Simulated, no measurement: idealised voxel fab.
process module | voxel capacitor over wiring
cross-section cut | 300 nm wide | cells 5 nm
A cross-section is a grid of square cells, given in bands from the top down. A band is one or more rows of cells.
Each band's line starts with the height of the band's top and of its bottom, in nm. Then come its materials from left to right, each with its width in nm. One material with "throughout" fills the band from edge to edge. "air" is empty space.
Height 0 is the level under which the wafer as received is all one material. The lowest band goes on downwards, as in "0 down".
A width such as "30 to 40" changes by the same amount from each row of cells to the next, from the band's top row to its bottom row.
"no change" after a step means that no cell of the cross-section changed.
closed voids: empty space of 8 cells or more with no open way to the top, each as width x height at its distance from the left edge, in nm
after a step's settings: what the simulator itself notes on the step
overlay nm, on a step with a mask: how far to the right of its planned place the mask lay; to the left if negative
plan
1 op RECEIVE | material Si
2 op CONFORMAL_DEP | material SiO2 | thk nm 10
3 op DIRECTIONAL_DEP | material TiN | thk nm 5
4 op DIRECTIONAL_DEP | material W | thk nm 20
5 op DIRECTIONAL_DEP | material aC | thk nm 10
6 op PATTERN | tone cover | mask id METAL_1 | material resist | width nm 20 | pitch nm 85 | thk nm 30 | overlay nm 0
7 op DIRECTIONAL_ETCH | etch materials aC | depth nm 10
8 op STRIP | etch materials resist
9 op DIRECTIONAL_ETCH | etch materials W | depth nm 20
10 op DIRECTIONAL_ETCH | etch materials TiN | depth nm 5
11 op STRIP | etch materials aC
12 op CONFORMAL_DEP | material SiN | thk nm 5
13 op FILL_DEP | material lowk | thk nm 10
14 op CMP | height nm 35
15 op CONFORMAL_DEP | material SiCN | thk nm 5
16 op DIRECTIONAL_DEP | material SiO2 | thk nm 20
17 op MASKED_ETCH | tone open | mask id PLUG_1 | width nm 15 | etch materials SiO2 | depth nm 20 | overlay nm 0
18 op MASKED_ETCH | tone open | mask id PLUG_1 | width nm 15 | etch materials SiCN | depth nm 5 | overlay nm 0
19 op CONFORMAL_DEP | material TiN | thk nm 5
20 op FILL_DEP | material Cu | thk nm 5
21 op CMP | height nm 60
22 op DIRECTIONAL_DEP | material TiN | thk nm 5
23 op DIRECTIONAL_DEP | material Al2O3 | thk nm 5
24 op DIRECTIONAL_DEP | material TiN | thk nm 10
25 op DIRECTIONAL_DEP | material aC | thk nm 15
26 op PATTERN | tone cover | mask id UPPER_PLATE | material resist | width nm 70 | thk nm 35 | overlay nm 0
27 op DIRECTIONAL_ETCH | etch materials aC | depth nm 15
28 op STRIP | etch materials resist
29 op DIRECTIONAL_ETCH | etch materials TiN | depth nm 10
30 op DIRECTIONAL_ETCH | etch materials Al2O3 | depth nm 5
31 op STRIP | etch materials aC
32 op DIRECTIONAL_DEP | material aC | thk nm 10
33 op PATTERN | tone cover | mask id LOWER_PLATE | material resist | width nm 80 | thk nm 30 | overlay nm 0
34 op DIRECTIONAL_ETCH | etch materials aC | depth nm 10
35 op STRIP | etch materials resist
36 op DIRECTIONAL_ETCH | etch materials TiN | depth nm 5
37 op STRIP | etch materials aC
38 op FILL_DEP | material SiO2 | thk nm 15
39 op CMP | height nm 90
40 op PATTERN | tone open | mask id PLUG_2 | material resist | width nm 15 | thk nm 20 | overlay nm 0
41 op DIRECTIONAL_ETCH | etch materials SiO2 | depth nm 10
42 op STRIP | etch materials resist
43 op CONFORMAL_DEP | material TiN | thk nm 5
44 op FILL_DEP | material Ru | thk nm 5
45 op CMP | height nm 90
46 op CONFORMAL_DEP | material SiN | thk nm 5
as received, after step 1
  0 down: Si throughout
  closed voids: none
first wafer at the end, as planned
  95 to 90: SiN throughout
  90 to 85: SiO2 110 | TiN 5 | Ru 5 | TiN 5 | SiO2 175
  85 to 80: SiO2 110 | TiN 15 | SiO2 175
  80 to 70: SiO2 100 | TiN 70 | SiO2 130
  70 to 65: SiO2 100 | Al2O3 70 | SiO2 130
  65 to 60: SiO2 95 | TiN 80 | SiO2 125
  60 to 40: SiO2 100 | TiN 5 | Cu 5 | TiN 5 | SiO2 185
  40 to 35: SiCN 100 | TiN 15 | SiCN 185
  35 to 15: lowk 90 | SiN 5 | W 20 | SiN 5 | lowk 55 | SiN 5 | W 20 | SiN 5 | lowk 95
  15 to 10: SiN 95 | TiN 20 | SiN 65 | TiN 20 | SiN 100
  10 to 0: SiO2 throughout
  0 down: Si throughout
  closed voids: none
second wafer at the end: like start, like plan, one mistake
  95 to 90: SiN throughout
  90 to 85: SiO2 105 | TiN 5 | Ru 15 | TiN 5 | SiO2 170
  85 to 80: SiO2 105 | TiN 25 | SiO2 170
  80 to 70: SiO2 100 | TiN 70 | SiO2 130
  70 to 65: SiO2 100 | Al2O3 70 | SiO2 130
  65 to 60: SiO2 95 | TiN 80 | SiO2 125
  60 to 40: SiO2 100 | TiN 5 | Cu 5 | TiN 5 | SiO2 185
  40 to 35: SiCN 100 | TiN 15 | SiCN 185
  35 to 15: lowk 90 | SiN 5 | W 20 | SiN 5 | lowk 55 | SiN 5 | W 20 | SiN 5 | lowk 95
  15 to 10: SiN 95 | TiN 20 | SiN 65 | TiN 20 | SiN 100
  10 to 0: SiO2 throughout
  0 down: Si throughout
  closed voids: none
what went wrong: step 40 ran as: op PATTERN | tone open | mask id PLUG_2 | material resist | width nm 25 | thk nm 20 | overlay nm 0
at the end the second wafer has, in cells: 2 more of Ru | 4 fewer of SiO2 | 2 more of TiN
